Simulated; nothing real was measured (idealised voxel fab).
You're looking at the process module voxel transistor to metal.
Xsec cut, 285 nm wide, square cell size 5 nm.
Cross-section, as written here: a square-cell grid given band by band from the top down, where a band holds one or more rows of cells.
It is stipulated that each band's entry specify, in nanometres, the height of the top of the band and then that of its bottom, followed by the materials of the band in left-to-right sequence, each together with its width in nanometres. A single material marked by the word "throughout" is understood to fill the band from edge to edge; the word "empty" is understood to denote empty space.
Heights are reckoned from 0. Under this level, the received wafer is all of one material. The bottommost band is open-ended downward, for example "0 and below".
Width "30 to 40": first value at the band's top row of cells, second value at its bottom row, equal change from row to row.
"remains unaltered" for a step: no cell of the cross-section changed in that step.
"Entrapped void list" enumerates empty spaces isolated from the top, with no open way to it, that contain at least 8 cells, giving each as width x height at distance from the left edge, all three in nm.
The remark found on a step's line after its settings is issued by the simulator itself and pertains to that step.
The line of a step may include "overlay nm". On a step with a mask, this value is how far to the right of its planned place the mask lay. A negative value means the mask lay to the left.
Process steps foreseen in the plan:
- 1: op RECEIVE | material Si
- 2: op OXIDIZE | depth nm 5
- 3: op CONFORMAL_DEP | material SiN | thk nm 15
- 4: op DIRECTIONAL_DEP | material aC | thk nm 10
- 5: op PATTERN | tone cover | mask id ACTIVE | material resist | width nm 105 | pitch nm 130 | thk nm 30 | overlay nm 0
- 6: op DIRECTIONAL_ETCH | etch materials aC | depth nm 10
- 7: op STRIP | etch materials resist
- 8: op DIRECTIONAL_ETCH | etch materials SiN | depth nm 15
- 9: op DIRECTIONAL_ETCH | etch materials SiO2 | depth nm 5
- 10: op DIRECTIONAL_ETCH | etch materials Si | depth nm 25
- 11: op STRIP | etch materials aC
- 12: op FILL_DEP | material SiO2 | thk nm 15
- 13: op CMP | height nm 15
- 14: op SELECTIVE_ETCH | etch materials SiO2 | depth nm 5
- 15: op STRIP | etch materials SiN
- 16: op SELECTIVE_ETCH | etch materials SiO2 | depth nm 5
- 17: op OXIDIZE | depth nm 5
- 18: op DIRECTIONAL_DEP | material polySi | thk nm 30
- 19: op DIRECTIONAL_DEP | material SiCN | thk nm 15
- 20: op MASKED_ETCH | tone cover | mask id GATE | width nm 35 | pitch nm 130 | etch materials SiCN | depth nm 25 | overlay nm 0
- 21: op MASKED_ETCH | tone cover | mask id GATE | width nm 35 | pitch nm 130 | etch materials polySi | depth nm 40 | overlay nm 0
- 22: op CONFORMAL_DEP | material SiN | thk nm 10
- 23: op DIRECTIONAL_ETCH | etch materials SiN | depth nm 10
- 24: op DIRECTIONAL_ETCH | etch materials SiO2 | depth nm 5
- 25: op DIRECTIONAL_ETCH | etch materials Si | depth nm 15
- 26: op EPI | material SiGe | thk nm 20
- 27: op FILL_DEP | material SiO2 | thk nm 10
- 28: op CMP | height nm 25
- 29: op STRIP | etch materials polySi
- 30: op SELECTIVE_ETCH | etch materials SiO2 | depth nm 5
- 31: op CONFORMAL_DEP | material HfO2 | thk nm 5
- 32: op CONFORMAL_DEP | material TiN | thk nm 5
- 33: op FILL_DEP | material W | thk nm 5
- 34: op CMP | height nm 20
- 35: op DIRECTIONAL_DEP | material SiO2 | thk nm 10
- 36: op PATTERN | tone open | mask id CONTACT | material resist | width nm 15 | thk nm 15 | overlay nm 0
- 37: op DIRECTIONAL_ETCH | etch materials SiO2 | depth nm 20
- 38: op STRIP | etch materials resist
- 39: op CONFORMAL_DEP | material TiN | thk nm 5
- 40: op FILL_DEP | material Ru | thk nm 10
- 41: op CMP | height nm 30
- 42: op DIRECTIONAL_DEP | material TiN | thk nm 5
- 43: op DIRECTIONAL_DEP | material W | thk nm 15
- 44: op DIRECTIONAL_DEP | material aC | thk nm 15
- 45: op PATTERN | tone cover | mask id METAL_1 | material resist | width nm 15 | thk nm 30 | overlay nm 0
- 46: op DIRECTIONAL_ETCH | etch materials aC | depth nm 15
- 47: op STRIP | etch materials resist
- 48: op DIRECTIONAL_ETCH | etch materials W | depth nm 15
- 49: op DIRECTIONAL_ETCH | etch materials TiN | depth nm 5
- 50: op STRIP | etch materials aC
- 51: op FILL_DEP | material SiO2 | thk nm 5
- 52: op CMP | height nm 50
- 53: op CONFORMAL_DEP | material SiCN | thk nm 5
- 54: op DIRECTIONAL_DEP | material lowk | thk nm 25
- 55: op MASKED_ETCH | tone open | mask id METAL_2 | width nm 15 | pitch nm 130 | etch materials lowk | depth nm 15 | overlay nm 0
- 56: op DIRECTIONAL_DEP | material aC | thk nm 15
- 57: op PATTERN | tone open | mask id METAL_2_HOLES | material resist | width nm 15 | pitch nm 130 | thk nm 30 | overlay nm 0
- 58: op DIRECTIONAL_ETCH | etch materials aC | depth nm 15
- 59: op STRIP | etch materials resist
- 60: op DIRECTIONAL_ETCH | etch materials lowk | depth nm 10
- 61: op DIRECTIONAL_ETCH | etch materials SiCN | depth nm 5
- 62: op STRIP | etch materials aC
- 63: op CONFORMAL_DEP | material TiN | thk nm 5
- 64: op FILL_DEP | material Cu | thk nm 5
- 65: op CMP | height nm 80
- 66: op CONFORMAL_DEP | material SiCN | thk nm 5
Delivered wafer in cross-section: state after step 1:
    0 and below  Si throughout
    Entrapped void list: none
Post-module cross-section of the first of two wafers (run per plan):
    85 down to 80  SiCN throughout
    80 down to 55  30 of lowk  5 of TiN  5 of Cu  5 of TiN  115 of lowk  5 of TiN  5 of Cu  5 of TiN  110 of lowk
    55 down to 50  30 of SiCN  15 of TiN  115 of SiCN  15 of TiN  110 of SiCN
    50 down to 35  30 of SiO2  15 of W  65 of SiO2  15 of W  35 of SiO2  15 of W  65 of SiO2  15 of W  30 of SiO2
    35 down to 30  30 of SiO2  15 of TiN  65 of SiO2  15 of TiN  35 of SiO2  15 of TiN  65 of SiO2  15 of TiN  30 of SiO2
    30 down to 20  30 of SiO2  5 of TiN  5 of Ru  5 of TiN  65 of SiO2  5 of TiN  5 of Ru  5 of TiN  35 of SiO2  5 of TiN  5 of Ru  5 of TiN  65 of SiO2  5 of TiN  5 of Ru  5 of TiN  30 of SiO2
    20 down to 15  30 of SiO2  5 of TiN  5 of Ru  5 of TiN  5 of SiO2  10 of SiN  5 of HfO2  5 of TiN  15 of W  5 of TiN  5 of HfO2  10 of SiN  5 of SiO2  5 of TiN  5 of Ru  5 of TiN  35 of SiO2  5 of TiN  5 of Ru  5 of TiN  5 of SiO2  10 of SiN  5 of HfO2  5 of TiN  15 of W  5 of TiN  5 of HfO2  10 of SiN  5 of SiO2  5 of TiN  5 of Ru  5 of TiN  30 of SiO2
    15 down to 10  30 of SiO2  15 of TiN  5 of SiO2  10 of SiN  5 of HfO2  5 of TiN  15 of W  5 of TiN  5 of HfO2  10 of SiN  5 of SiO2  15 of TiN  35 of SiO2  15 of TiN  5 of SiO2  10 of SiN  5 of HfO2  5 of TiN  15 of W  5 of TiN  5 of HfO2  10 of SiN  5 of SiO2  15 of TiN  30 of SiO2
    10 down to 5  25 of SiO2  25 of SiGe  10 of SiN  5 of HfO2  5 of TiN  15 of W  5 of TiN  5 of HfO2  10 of SiN  25 of SiGe  25 of SiO2  25 of SiGe  10 of SiN  5 of HfO2  5 of TiN  15 of W  5 of TiN  5 of HfO2  10 of SiN  25 of SiGe  25 of SiO2
    5 down to 0  20 of SiO2  10 of SiN  20 of SiGe  10 of SiN  5 of HfO2  5 of TiN  15 of W  5 of TiN  5 of HfO2  10 of SiN  20 of SiGe  10 of SiN  15 of SiO2  10 of SiN  20 of SiGe  10 of SiN  5 of HfO2  5 of TiN  15 of W  5 of TiN  5 of HfO2  10 of SiN  20 of SiGe  10 of SiN  20 of SiO2
    0 down to -5  20 of SiO2  10 of SiN  20 of SiGe  10 of SiN  5 of HfO2  25 of TiN  5 of HfO2  10 of SiN  20 of SiGe  10 of SiN  15 of SiO2  10 of SiN  20 of SiGe  10 of SiN  5 of HfO2  25 of TiN  5 of HfO2  10 of SiN  20 of SiGe  10 of SiN  20 of SiO2
    -5 down to -10  30 of SiO2  20 of SiGe  5 of SiO2  45 of HfO2  5 of SiO2  20 of SiGe  35 of SiO2  20 of SiGe  5 of SiO2  45 of HfO2  5 of SiO2  20 of SiGe  30 of SiO2
    -10 down to -25  25 of SiO2  5 of Si  20 of SiGe  55 of Si  20 of SiGe  5 of Si  25 of SiO2  5 of Si  20 of SiGe  55 of Si  20 of SiGe  5 of Si  25 of SiO2
    -25 down to -30  25 of SiO2  105 of Si  25 of SiO2  105 of Si  25 of SiO2
    -30 and below  Si throughout
    Entrapped void list: none
Second wafer cross-section at end of module - shared start and plan with the first, one mistake in the run:
    85 down to 80  SiCN throughout
    80 down to 55  30 of lowk  5 of TiN  5 of Cu  5 of TiN  115 of lowk  5 of TiN  5 of Cu  5 of TiN  110 of lowk
    55 down to 50  30 of SiCN  15 of TiN  115 of SiCN  15 of TiN  110 of SiCN
    50 down to 35  30 of SiO2  15 of W  65 of SiO2  15 of W  35 of SiO2  15 of W  65 of SiO2  15 of W  30 of SiO2
    35 down to 30  30 of SiO2  15 of TiN  65 of SiO2  15 of TiN  35 of SiO2  15 of TiN  65 of SiO2  15 of TiN  30 of SiO2
    30 down to 25  25 of Ru  5 of TiN  15 of SiO2  5 of TiN  55 of Ru  5 of TiN  15 of SiO2  5 of TiN  25 of Ru  5 of TiN  15 of SiO2  5 of TiN  55 of Ru  5 of TiN  15 of SiO2  5 of TiN  25 of Ru
    25 down to 20  25 of Ru  5 of TiN  15 of SiO2  65 of TiN  15 of SiO2  5 of TiN  25 of Ru  5 of TiN  15 of SiO2  65 of TiN  15 of SiO2  5 of TiN  25 of Ru
    20 down to 15  25 of Ru  5 of TiN  15 of SiO2  5 of TiN  10 of SiN  5 of HfO2  5 of TiN  15 of W  5 of TiN  5 of HfO2  10 of SiN  5 of TiN  15 of SiO2  5 of TiN  25 of Ru  5 of TiN  15 of SiO2  5 of TiN  10 of SiN  5 of HfO2  5 of TiN  15 of W  5 of TiN  5 of HfO2  10 of SiN  5 of TiN  15 of SiO2  5 of TiN  25 of Ru
    15 down to 10  30 of TiN  15 of SiO2  5 of TiN  10 of SiN  5 of HfO2  5 of TiN  15 of W  5 of TiN  5 of HfO2  10 of SiN  5 of TiN  15 of SiO2  35 of TiN  15 of SiO2  5 of TiN  10 of SiN  5 of HfO2  5 of TiN  15 of W  5 of TiN  5 of HfO2  10 of SiN  5 of TiN  15 of SiO2  30 of TiN
    10 down to 5  25 of SiO2  25 of SiGe  10 of SiN  5 of HfO2  5 of TiN  15 of W  5 of TiN  5 of HfO2  10 of SiN  25 of SiGe  25 of SiO2  25 of SiGe  10 of SiN  5 of HfO2  5 of TiN  15 of W  5 of TiN  5 of HfO2  10 of SiN  25 of SiGe  25 of SiO2
    5 down to 0  20 of SiO2  10 of SiN  20 of SiGe  10 of SiN  5 of HfO2  5 of TiN  15 of W  5 of TiN  5 of HfO2  10 of SiN  20 of SiGe  10 of SiN  15 of SiO2  10 of SiN  20 of SiGe  10 of SiN  5 of HfO2  5 of TiN  15 of W  5 of TiN  5 of HfO2  10 of SiN  20 of SiGe  10 of SiN  20 of SiO2
    0 down to -5  20 of SiO2  10 of SiN  20 of SiGe  10 of SiN  5 of HfO2  25 of TiN  5 of HfO2  10 of SiN  20 of SiGe  10 of SiN  15 of SiO2  10 of SiN  20 of SiGe  10 of SiN  5 of HfO2  25 of TiN  5 of HfO2  10 of SiN  20 of SiGe  10 of SiN  20 of SiO2
    -5 down to -10  30 of SiO2  20 of SiGe  5 of SiO2  45 of HfO2  5 of SiO2  20 of SiGe  35 of SiO2  20 of SiGe  5 of SiO2  45 of HfO2  5 of SiO2  20 of SiGe  30 of SiO2
    -10 down to -25  25 of SiO2  5 of Si  20 of SiGe  55 of Si  20 of SiGe  5 of Si  25 of SiO2  5 of Si  20 of SiGe  55 of Si  20 of SiGe  5 of Si  25 of SiO2
    -25 down to -30  25 of SiO2  105 of Si  25 of SiO2  105 of Si  25 of SiO2
    -30 and below  Si throughout
    Entrapped void list: none
What was done differently from what was planned? step 36, actual vs plan mismatch, actual run op PATTERN | tone cover | mask id CONTACT | material resist | width nm 15 | thk nm 15 | overlay nm 0
Bottom line after processing is that, in cells, the second wafer is up or down on some materials versus the first: +55 Ru | -88 SiO2 | +33 TiN
